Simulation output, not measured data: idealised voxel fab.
The following is a process module called voxel ribs on slabs.
The cross-section shown here is cut; it is 265 nm wide and divided into square cells measuring 5 nm on a side.
Throughout this document, each cross-section is represented as a grid of square cells and is presented as a sequence of bands enumerated from the top downward, where a band comprises one or more rows of cells.
Quick guide to a band line: top height, bottom height (nm) up front; then every material left to right with its width in nm. Only one material and it's marked "all across"? Then it fills the band edge to edge. And "air" just means empty space.
Ref level 0: as-received wafer is one material below here. Bottom band extends down with no lower bound ("0 -> down").
Think of "30 to 40" as a width that walks from the first number to the second as you go down the band, top row to bottom row, taking equal-sized steps from row to row.
"nothing different", as given for a step, is the statement that not any cell of the cross-section underwent a change during that step.
"Closed-off voids" - sealed voids, min. 8 cells, no opening to top; format: width x height at distance (distance from left edge; nm throughout).
On each step's line, the part that comes after the settings is the simulator's own comment on the step.
You can add "overlay nm" to a step's line. For a step with a mask, it describes how far the mask lay to the right of its planned position, and a negative number describes a lay to the left.
## Listed below are the process steps as planned
1. RECEIVE,material Si
2. DIRECTIONAL_DEP,material SiO2,thk nm 30
3. DIRECTIONAL_DEP,material SiN,thk nm 15
4. PATTERN,tone cover,mask id RIB,material resist,width nm 20,thk nm 20,overlay nm 0
5. DIRECTIONAL_ETCH,etch materials SiN,depth nm 10
6. STRIP,etch materials resist
7. PATTERN,tone cover,mask id SLAB,material resist,width nm 80,thk nm 20,overlay nm 0
8. DIRECTIONAL_ETCH,etch materials SiN,depth nm 5
9. STRIP,etch materials resist
10. FILL_DEP,material SiO2,thk nm 20
11. CMP,height nm 55
12. DIRECTIONAL_DEP,material W,thk nm 5
13. DIRECTIONAL_DEP,material aC,thk nm 15
14. PATTERN,tone cover,mask id HEATER,material resist,width nm 30,thk nm 30,overlay nm 0
15. DIRECTIONAL_ETCH,etch materials aC,depth nm 15
16. STRIP,etch materials resist
17. DIRECTIONAL_ETCH,etch materials W,depth nm 5
18. STRIP,etch materials aC
19. CONFORMAL_DEP,material SiO2,thk nm 10
## Received-state cross-section, reflecting completion of step 1
  0 -> down = Si all across
  Closed-off voids: none
## First wafer of two, sectioned at end of module; run went per plan
  70 -> 65 = air (105) | SiO2 (50) | air (110)
  65 -> 60 = SiO2 all across
  60 -> 55 = SiO2 (115) | W (30) | SiO2 (120)
  55 -> 45 = SiO2 all across
  45 -> 35 = SiO2 (120) | SiN (20) | SiO2 (125)
  35 -> 30 = SiO2 (90) | SiN (80) | SiO2 (95)
  30 -> 0 = SiO2 all across
  0 -> down = Si all across
  Closed-off voids: none
## Here is the second of the two wafers cut open at the end of the module - same start, same plan as the first one, but we made one mistake running it
  70 -> 65 = air (105) | SiO2 (50) | air (110)
  65 -> 60 = SiO2 all across
  60 -> 55 = SiO2 (115) | W (30) | SiO2 (120)
  55 -> 45 = SiO2 all across
  45 -> 35 = SiO2 (110) | SiN (20) | SiO2 (135)
  35 -> 30 = SiO2 (90) | SiN (80) | SiO2 (95)
  30 -> 0 = SiO2 all across
  0 -> down = Si all across
  Closed-off voids: none
What was done differently from what was planned? step 4 was not run as planned; what actually ran was PATTERN,tone cover,mask id RIB,material resist,width nm 20,thk nm 20,overlay nm -10
In the final comparison it is observed that the number of cells assigned to each material is identical for the two wafers, whereas their placement is not.
